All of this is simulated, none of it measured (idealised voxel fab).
The document below concerns the process module designated voxel wiring stack.
The cross-section shown here is cut; it is 255 nm wide and divided into square cells measuring 5 nm on a side.
In this document a cross-section is written as a grid of square cells. It is given as a series of bands, listed from the top down, and a band is one or more rows of cells. What a band's entry tells you: where the top is and where the bottom is, as heights in nm, and after that what lies inside, material by material from left to right, each with its width in nm. Empty space is written as the word "air", and a single material marked with the word "everywhere" occupies the band from edge to edge. Heights are reckoned from 0. Under this level, the received wafer is all of one material. The bottommost band is open-ended downward, for example "0..down". Quick explanation for "30 to 40": the width changes in equal steps down the rows of cells, from the first number in the band's top row to the second number in its bottom row. "no change" for a step: no cell of the cross-section changed in that step. Empty spaces counting at least 8 cells and having no open way to the top are listed in "Fully sealed cavities". The notation width x height at distance is used for each, the distance being from the left edge and all three values in nm. Anything after a step's settings on that line? It's the simulator's own note about the step. The setting "overlay nm" may be written on the line of a step. When the step uses a mask, the value reports how far to the right of the planned place the mask lay, and a negative value reports that it lay to the left.

Below is the list of planned process steps
1. RECEIVE: material Si
2. CONFORMAL_DEP: material SiO2, thk nm 10
3. CONFORMAL_DEP: material SiCN, thk nm 5
4. DIRECTIONAL_DEP: material SiO2, thk nm 20
5. DIRECTIONAL_DEP: material aC, thk nm 10
6. PATTERN: tone open, mask id METAL_1, material resist, width nm 30, pitch nm 55, thk nm 30, overlay nm 0
7. DIRECTIONAL_ETCH: etch materials aC, depth nm 10
8. STRIP: etch materials resist
9. DIRECTIONAL_ETCH: etch materials SiO2, depth nm 20
10. DIRECTIONAL_ETCH: etch materials SiCN, depth nm 5
11. STRIP: etch materials aC
12. CONFORMAL_DEP: material TiN, thk nm 5
13. FILL_DEP: material Ru, thk nm 10
14. CMP: height nm 35
15. CONFORMAL_DEP: material SiCN, thk nm 5
16. DIRECTIONAL_DEP: material lowk, thk nm 20
17. DIRECTIONAL_DEP: material aC, thk nm 15
18. PATTERN: tone open, mask id PLUG_1, material resist, width nm 15, thk nm 35, overlay nm 0
19. DIRECTIONAL_ETCH: etch materials aC, depth nm 15
20. STRIP: etch materials resist
21. DIRECTIONAL_ETCH: etch materials lowk, depth nm 20
22. DIRECTIONAL_ETCH: etch materials SiCN, depth nm 5
23. STRIP: etch materials aC
24. CONFORMAL_DEP: material TiN, thk nm 5
25. FILL_DEP: material Cu, thk nm 10
26. CMP: height nm 60
27. CONFORMAL_DEP: material SiN, thk nm 5
28. DIRECTIONAL_DEP: material SiO2, thk nm 25
29. MASKED_ETCH: tone open, mask id METAL_2, width nm 30, pitch nm 55, etch materials SiO2, depth nm 25, overlay nm 0
30. MASKED_ETCH: tone open, mask id METAL_2, width nm 30, pitch nm 55, etch materials SiN, depth nm 5, overlay nm 0
31. CONFORMAL_DEP: material TiN, thk nm 5
32. FILL_DEP: material Ru, thk nm 5
33. CMP: height nm 90
34. CONFORMAL_DEP: material SiN, thk nm 5

Run as planned: first of two wafers

Cross-section: wafer on arrival = after step 1
0..down  Si everywhere
Fully sealed cavities: none

Step 2 done - wafer cross-section
10..0  SiO2 everywhere
Anything lower than 0 is untouched.

Step 3 done - wafer cross-section
15..10  SiCN everywhere
Anything lower than 10 is untouched.

Step 4 done - wafer cross-section
35..15  SiO2 everywhere
Anything lower than 15 is untouched.

Step 5 done - wafer cross-section
45..35  aC everywhere
Anything lower than 35 is untouched.

Step 6 done - wafer cross-section
75..45  resist: 85, then air: 30, then resist: 25, then air: 30, then resist: 85
Anything lower than 45 is untouched.

Step 7 done - wafer cross-section
65..45  resist: 85, then air: 30, then resist: 25, then air: 30, then resist: 85
45..35  aC: 85, then air: 30, then aC: 25, then air: 30, then aC: 85
Anything lower than 35 is untouched.

Step 8 done - wafer cross-section
45..35  aC: 85, then air: 30, then aC: 25, then air: 30, then aC: 85
Anything lower than 35 is untouched.

Step 9 done - wafer cross-section
45..35  aC: 85, then air: 30, then aC: 25, then air: 30, then aC: 85
35..15  SiO2: 85, then air: 30, then SiO2: 25, then air: 30, then SiO2: 85
Anything lower than 15 is untouched.

Step 10 done - wafer cross-section
45..35  aC: 85, then air: 30, then aC: 25, then air: 30, then aC: 85
35..15  SiO2: 85, then air: 30, then SiO2: 25, then air: 30, then SiO2: 85
15..10  SiCN: 85, then air: 30, then SiCN: 25, then air: 30, then SiCN: 85
Anything lower than 10 is untouched.

Step 11 done - wafer cross-section
35..15  SiO2: 85, then air: 30, then SiO2: 25, then air: 30, then SiO2: 85
Anything lower than 15 is untouched.

Step 12 done - wafer cross-section
40..35  TiN: 90, then air: 20, then TiN: 35, then air: 20, then TiN: 90
35..15  SiO2: 85, then TiN: 5, then air: 20, then TiN: 5, then SiO2: 25, then TiN: 5, then air: 20, then TiN: 5, then SiO2: 85
15..10  SiCN: 85, then TiN: 30, then SiCN: 25, then TiN: 30, then SiCN: 85
Anything lower than 10 is untouched.

Step 13 done - wafer cross-section
50..40  Ru everywhere
40..35  TiN: 90, then Ru: 20, then TiN: 35, then Ru: 20, then TiN: 90
35..15  SiO2: 85, then TiN: 5, then Ru: 20, then TiN: 5, then SiO2: 25, then TiN: 5, then Ru: 20, then TiN: 5, then SiO2: 85
Anything lower than 15 is untouched.

Step 14 done - wafer cross-section
35..15  SiO2: 85, then TiN: 5, then Ru: 20, then TiN: 5, then SiO2: 25, then TiN: 5, then Ru: 20, then TiN: 5, then SiO2: 85
Anything lower than 15 is untouched.

Step 15 done - wafer cross-section
40..35  SiCN everywhere
Anything lower than 35 is untouched.

Step 16 done - wafer cross-section
60..40  lowk everywhere
Anything lower than 40 is untouched.

Step 17 done - wafer cross-section
75..60  aC everywhere
Anything lower than 60 is untouched.

Step 18 done - wafer cross-section
110..75  resist: 85, then air: 15, then resist: 155
Anything lower than 75 is untouched.

Step 19 done - wafer cross-section
95..75  resist: 85, then air: 15, then resist: 155
75..60  aC: 85, then air: 15, then aC: 155
Anything lower than 60 is untouched.

Step 20 done - wafer cross-section
75..60  aC: 85, then air: 15, then aC: 155
Anything lower than 60 is untouched.

Step 21 done - wafer cross-section
75..60  aC: 85, then air: 15, then aC: 155
60..40  lowk: 85, then air: 15, then lowk: 155
Anything lower than 40 is untouched.

Step 22 done - wafer cross-section
75..60  aC: 85, then air: 15, then aC: 155
60..40  lowk: 85, then air: 15, then lowk: 155
40..35  SiCN: 85, then air: 15, then SiCN: 155
Anything lower than 35 is untouched.

Step 23 done - wafer cross-section
60..40  lowk: 85, then air: 15, then lowk: 155
Anything lower than 40 is untouched.

Step 24 done - wafer cross-section
65..60  TiN: 90, then air: 5, then TiN: 160
60..40  lowk: 85, then TiN: 5, then air: 5, then TiN: 5, then lowk: 155
40..35  SiCN: 85, then TiN: 15, then SiCN: 155
Anything lower than 35 is untouched.

Step 25 done - wafer cross-section
75..65  Cu everywhere
65..60  TiN: 90, then Cu: 5, then TiN: 160
60..40  lowk: 85, then TiN: 5, then Cu: 5, then TiN: 5, then lowk: 155
Anything lower than 40 is untouched.

Step 26 done - wafer cross-section
60..40  lowk: 85, then TiN: 5, then Cu: 5, then TiN: 5, then lowk: 155
Anything lower than 40 is untouched.

Step 27 done - wafer cross-section
65..60  SiN everywhere
Anything lower than 60 is untouched.

Step 28 done - wafer cross-section
90..65  SiO2 everywhere
Anything lower than 65 is untouched.

Step 29 done - wafer cross-section
90..65  SiO2: 85, then air: 30, then SiO2: 25, then air: 30, then SiO2: 85
Anything lower than 65 is untouched.

Step 30 done - wafer cross-section
90..65  SiO2: 85, then air: 30, then SiO2: 25, then air: 30, then SiO2: 85
65..60  SiN: 85, then air: 30, then SiN: 25, then air: 30, then SiN: 85
Anything lower than 60 is untouched.

Step 31 done - wafer cross-section
95..90  TiN: 90, then air: 20, then TiN: 35, then air: 20, then TiN: 90
90..65  SiO2: 85, then TiN: 5, then air: 20, then TiN: 5, then SiO2: 25, then TiN: 5, then air: 20, then TiN: 5, then SiO2: 85
65..60  SiN: 85, then TiN: 30, then SiN: 25, then TiN: 30, then SiN: 85
Anything lower than 60 is untouched.

Step 32 done - wafer cross-section
100..95  Ru everywhere
95..90  TiN: 90, then Ru: 20, then TiN: 35, then Ru: 20, then TiN: 90
90..65  SiO2: 85, then TiN: 5, then Ru: 20, then TiN: 5, then SiO2: 25, then TiN: 5, then Ru: 20, then TiN: 5, then SiO2: 85
Anything lower than 65 is untouched.

Step 33 done - wafer cross-section
90..65  SiO2: 85, then TiN: 5, then Ru: 20, then TiN: 5, then SiO2: 25, then TiN: 5, then Ru: 20, then TiN: 5, then SiO2: 85
Anything lower than 65 is untouched.

Step 34 done - wafer cross-section
95..90  SiN everywhere
Anything lower than 90 is untouched.

Second wafer, same starting conditions and recipe as the first, one mistake in executing it, nothing differs from the first up to and including step 29

Second wafer shown in cross-section at the time step 30 was slated to end
90..65  SiO2: 85, then air: 30, then SiO2: 25, then air: 30, then SiO2: 85
65..60  SiN: 90, then air: 20, then SiN: 35, then air: 20, then SiN: 90
Anything lower than 60 is untouched.

Second wafer shown in cross-section at the time step 31 was slated to end
95..90  TiN: 90, then air: 20, then TiN: 35, then air: 20, then TiN: 90
90..70  SiO2: 85, then TiN: 5, then air: 20, then TiN: 5, then SiO2: 25, then TiN: 5, then air: 20, then TiN: 5, then SiO2: 85
70..65  SiO2: 85, then TiN: 10, then air: 10, then TiN: 10, then SiO2: 25, then TiN: 10, then air: 10, then TiN: 10, then SiO2: 85
65..60  SiN: 90, then TiN: 20, then SiN: 35, then TiN: 20, then SiN: 90
Anything lower than 60 is untouched.

Second wafer shown in cross-section at the time step 32 was slated to end
100..95  Ru everywhere
95..90  TiN: 90, then Ru: 20, then TiN: 35, then Ru: 20, then TiN: 90
90..70  SiO2: 85, then TiN: 5, then Ru: 20, then TiN: 5, then SiO2: 25, then TiN: 5, then Ru: 20, then TiN: 5, then SiO2: 85
70..65  SiO2: 85, then TiN: 10, then Ru: 10, then TiN: 10, then SiO2: 25, then TiN: 10, then Ru: 10, then TiN: 10, then SiO2: 85
Anything lower than 65 is untouched.

Second wafer shown in cross-section at the time step 33 was slated to end
90..70  SiO2: 85, then TiN: 5, then Ru: 20, then TiN: 5, then SiO2: 25, then TiN: 5, then Ru: 20, then TiN: 5, then SiO2: 85
Anything lower than 70 is untouched.

Second wafer shown in cross-section at the time step 34 was slated to end
95..90  SiN everywhere
Anything lower than 90 is untouched.
Here's what went sideways: step 30: run off-plan, actual operation and settings MASKED_ETCH: tone open, mask id METAL_2, width nm 20, pitch nm 55, etch materials SiN, depth nm 5, overlay nm 0
Final cells, second wafer relative to first, materials higher or lower: 4 fewer of Ru; 4 more of SiN
